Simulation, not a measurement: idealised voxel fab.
Documented hereafter: the process module known as voxel air gaps.
Square cell edge 5 nm, section width 220 nm, ID cut.
For the purposes of this document, a cross-section shall be understood as a grid of square cells, specified as bands listed in top-to-bottom order, each band consisting of one or more rows of cells.
Quick guide to a band line: top height, bottom height (nm) up front; then every material left to right with its width in nm. Only one material and it's marked "all across"? Then it fills the band edge to edge. And "air" just means empty space.
Note: height 0 marks the level under which the wafer is uniformly one material as received. Lowest band unbounded below, written "0 nm and below".
The notation "30->40" denotes a width that varies across the rows of cells in the band, beginning at the first number in the top row, finishing at the second number in the bottom row, and changing by an identical amount from each row to the next.
What does "no change occurred" mean for a step? It means no cell of the cross-section changed in that step.
The entry titled "Trapped void list" provides the empty spaces that have no open way to the top, restricted to those of 8 cells or more. Each is presented as width x height at distance, the distance being measured from the left edge, with all three in nm.
That trailing text on a step's line, after the settings, is the simulator's own remark on the step.
overlay nm: on a step with a mask, how far right of its planned place the mask lay; negative means left.
-- Planned step list for the process
1: RECEIVE, material Si
2: CONFORMAL_DEP, material SiO2, thk nm 10
3: CONFORMAL_DEP, material SiCN, thk nm 5
4: DIRECTIONAL_DEP, material SiO2, thk nm 30
5: PATTERN, tone open, mask id LINES, material resist, width nm 15, pitch nm 50, thk nm 15, overlay nm 0
6: DIRECTIONAL_ETCH, etch materials SiO2, depth nm 30
7: STRIP, etch materials resist
8: CONFORMAL_DEP, material TiN, thk nm 5
9: FILL_DEP, material Ru, thk nm 5
10: CMP, height nm 45
11: EPI, material Ru, thk nm 10
12: SELECTIVE_ETCH, etch materials SiO2, depth nm 40
13: CONFORMAL_DEP, material SiCN, thk nm 5
Among the wafers covered here, the point of difference is the width nm at step 5; their starting state is shared, and the plan presents the value of the first wafer.
-- First of several wafers, received after step 1, in cross-section
> 0 nm and below | Si all across
> Trapped void list: none
-- Tabulated below, wafer by wafer, are the end-of-module results: for each material, the number of cells gained (+) or lost (-) relative to the as-received state, followed by the closed voids
width nm 15, +76 Ru, +184 SiCN, +88 SiO2, +52 TiN, Trapped void list: none
width nm 20, +104 Ru, +184 SiCN, +88 SiO2, +56 TiN, Trapped void list: 20 x 20 at 50; 20 x 20 at 100; 20 x 20 at 150
width nm 25, +132 Ru, +172 SiCN, +88 SiO2, +60 TiN, Trapped void list: 15 x 20 at 50; 15 x 20 at 100; 15 x 20 at 150
width nm 30, +160 Ru, +112 SiCN, +160 SiO2, +64 TiN, Trapped void list: none
width nm 35, +182 Ru, +112 SiCN, +142 SiO2, +68 TiN, Trapped void list: 10 x 20 at 0
